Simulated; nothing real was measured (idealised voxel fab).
Proc. module: voxel released beams
FYI the section here is cut, 290 nm wide, cells are 5 nm squares.
Just so we're on the same page, the cross-sections are grids of square cells, and they're listed out in bands top to bottom, each band one or more rows deep. Band entry format. Leading values: height of top, height of bottom, nm. Remainder: materials in left-to-right order, each with its width in nm. Special words: "full width" on a single material, which then fills the band edge to edge; "blank", empty space. It should be noted that heights are counted from 0, beneath which the wafer as supplied is of one material throughout, and that the lowest band possesses no lower boundary but continues downward, as written in "0 nm and below". Think of "30 to 40" as a width that walks from the first number to the second as you go down the band, top row to bottom row, taking equal-sized steps from row to row. Reading "no modifications" for a step: not a cell of the cross-section changed in it. The label "Sealed void inventory" introduces a list of the empty spaces, 8 cells or larger, that have no open way up to the top; each entry in it reads width x height at distance, where the distance is taken from the left edge and all three are stated in nm. after a step's settings: what the simulator itself notes on the step. overlay nm: where the mask lay relative to plan, measured to the right, on steps with a mask; negatives go left.
## So here's the lineup of process steps we planned
1) op RECEIVE | material Si
2) op CONFORMAL_DEP | material Al2O3 | thk nm 5
3) op DIRECTIONAL_DEP | material SiO2 | thk nm 10
4) op PATTERN | tone open | mask id ANCHOR | material resist | width nm 35 | thk nm 20 | overlay nm 0
5) op DIRECTIONAL_ETCH | etch materials SiO2 | depth nm 10
6) op STRIP | etch materials resist
7) op CONFORMAL_DEP | material SiN | thk nm 10
8) op PATTERN | tone cover | mask id BEAM | material resist | width nm 90 | thk nm 20 | overlay nm 0
9) op DIRECTIONAL_ETCH | etch materials SiN | depth nm 10
10) op STRIP | etch materials resist
11) op STRIP | etch materials SiO2
## Cross-section, incoming material, after step 1
	0 nm and below  Si full width
	Sealed void inventory: none
## Wafer at module end, in section. Began as above, planned as above, run with one mistake
	20 nm to 10 nm  blank: 95, then SiN: 15, then blank: 15, then SiN: 60, then blank: 105
	10 nm to 0 nm  blank: 100, then SiN: 35, then blank: 155
	0 nm and below  Si full width
	Sealed void inventory: none
The mistake made against the process plan was this: plan step 2: skipped, not run
